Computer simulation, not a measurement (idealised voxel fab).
A process module follows: voxel self aligned contacts.
The cross-section shown here is cut; it is 210 nm wide and divided into square cells measuring 5 nm on a side.
Format of a cross-section: grid, square cells. Given as bands. Order: top down. Band: one or more rows of cells. Basically the band line says how high the top is and how high the bottom is, in nm, and then what's in it from left to right, every material with its width in nm. Empty space shows up as "empty", and if a single material carries "all across" it runs the full band edge to edge. Heights are measured from 0, the level below which the as-received wafer is all one material; the lowest band has no bottom and continues downward, written as in "0..down". The expression "30..40" gives the width at the extremes of the band, the first number at its top row of cells and the second at its bottom row, with the width changing by equal amounts from each row to the next in between. Reading "no modifications" for a step: not a cell of the cross-section changed in it. Each empty space that has no open way to the top and spans at least 8 cells appears under "Fully sealed cavities" as width x height at distance, the distance counted from the left edge, all in nm. Where a step's line continues beyond its settings, the continuation is a remark by the simulator itself on that step. Each step line may optionally specify "overlay nm", which for a step with a mask gives the rightward distance between the mask's planned place and where it lay, a negative value indicating the leftward direction. Pairs from here to the end. Each: cross-section before one process step, cross-section after it, the latter only as far down as the lowest band that changed. Under each: the step between, and its settings. Mind that the pairs may be taken from different runs of this module on the same starting wafer; whether a pair continues from the pair above depends on its entry headed "Preceding state", and it does only where that entry says so.
## Preceding state
  40..25: 55 nm SiN; 35 nm empty; 25 nm SiN; 35 nm empty; 60 nm SiN
  25..5: 55 nm polySi; 35 nm empty; 25 nm polySi; 35 nm empty; 60 nm polySi
  5..0: SiO2 all across
  0..down: Si all across
  Fully sealed cavities: none
## Resulting Cross-Section
  45..25: 60 nm SiN; 25 nm empty; 35 nm SiN; 25 nm empty; 65 nm SiN
  25..10: 55 nm polySi; 5 nm SiN; 25 nm empty; 5 nm SiN; 25 nm polySi; 5 nm SiN; 25 nm empty; 5 nm SiN; 60 nm polySi
  10..5: 55 nm polySi; 35 nm SiN; 25 nm polySi; 35 nm SiN; 60 nm polySi
  For the remainder of the cross-section, below 5, there is no change.
  Fully sealed cavities: none
Step sandwiched between the two cross-sections above: CONFORMAL_DEP,material SiN,thk nm 5
Preceding state: For the state before this step, see the after cross-section of the pair located directly above.
## Resulting Cross-Section
  40..25: 60 nm SiN; 25 nm empty; 35 nm SiN; 25 nm empty; 65 nm SiN
  25..5: 55 nm polySi; 5 nm SiN; 25 nm empty; 5 nm SiN; 25 nm polySi; 5 nm SiN; 25 nm empty; 5 nm SiN; 60 nm polySi
  For the remainder of the cross-section, below 5, there is no change.
  Fully sealed cavities: none
Step sandwiched between the two cross-sections above: DIRECTIONAL_ETCH,etch materials SiN,depth nm 5
Preceding state: For the state before this step, see the after cross-section of the pair located directly above.
## Resulting Cross-Section
  50..40: SiO2 all across
  40..25: 60 nm SiN; 25 nm SiO2; 35 nm SiN; 25 nm SiO2; 65 nm SiN
  25..5: 55 nm polySi; 5 nm SiN; 25 nm SiO2; 5 nm SiN; 25 nm polySi; 5 nm SiN; 25 nm SiO2; 5 nm SiN; 60 nm polySi
  For the remainder of the cross-section, below 5, there is no change.
  Fully sealed cavities: none
Step sandwiched between the two cross-sections above: FILL_DEP,material SiO2,thk nm 10
Preceding state: For the state before this step, see the after cross-section of the pair located directly above.
## Resulting Cross-Section
  45..40: SiO2 all across
  For the remainder of the cross-section, below 40, there is no change.
  Fully sealed cavities: none
Step sandwiched between the two cross-sections above: CMP,height nm 45
Preceding state: For the state before this step, see the after cross-section of the pair located directly above.
## Resulting Cross-Section
  60..45: 85 nm resist; 35 nm empty; 90 nm resist
  For the remainder of the cross-section, below 45, there is no change.
  Fully sealed cavities: none
Step sandwiched between the two cross-sections above: PATTERN,tone open,mask id CONTACT,material resist,width nm 35,thk nm 15,overlay nm 0
Preceding state: For the state before this step, see the after cross-section of the pair located directly above.
## Resulting Cross-Section
  60..45: 85 nm resist; 35 nm empty; 90 nm resist
  45..40: 85 nm SiO2; 35 nm empty; 90 nm SiO2
  For the remainder of the cross-section, below 40, there is no change.
  Fully sealed cavities: none
Step sandwiched between the two cross-sections above: DIRECTIONAL_ETCH,etch materials SiO2,depth nm 45
Preceding state: For the state before this step, see the after cross-section of the pair located directly above.
## Resulting Cross-Section
  45..40: 85 nm SiO2; 35 nm empty; 90 nm SiO2
  For the remainder of the cross-section, below 40, there is no change.
  Fully sealed cavities: none
Step sandwiched between the two cross-sections above: STRIP,etch materials resist
Preceding state: For the state before this step, see the after cross-section of the pair located directly above.
## Resulting Cross-Section
  50..45: 90 nm TiN; 25 nm empty; 95 nm TiN
  45..40: 85 nm SiO2; 35 nm TiN; 90 nm SiO2
  For the remainder of the cross-section, below 40, there is no change.
  Fully sealed cavities: none
Step sandwiched between the two cross-sections above: CONFORMAL_DEP,material TiN,thk nm 5
Preceding state: For the state before this step, see the after cross-section of the pair located directly above.
## Resulting Cross-Section
  60..50: W all across
  50..45: 90 nm TiN; 25 nm W; 95 nm TiN
  For the remainder of the cross-section, below 45, there is no change.
  Fully sealed cavities: none
Step sandwiched between the two cross-sections above: FILL_DEP,material W,thk nm 10
Preceding state: For the state before this step, see the after cross-section of the pair located directly above.
## Resulting Cross-Section
  45..40: 85 nm SiO2; 35 nm TiN; 90 nm SiO2
  For the remainder of the cross-section, below 40, there is no change.
  Fully sealed cavities: none
Step sandwiched between the two cross-sections above: CMP,height nm 45
Preceding state: For the state before this step, see the after cross-section of the pair located directly above.
## Resulting Cross-Section
  50..45: SiCN all across
  For the remainder of the cross-section, below 45, there is no change.
  Fully sealed cavities: none
Step sandwiched between the two cross-sections above: CONFORMAL_DEP,material SiCN,thk nm 5
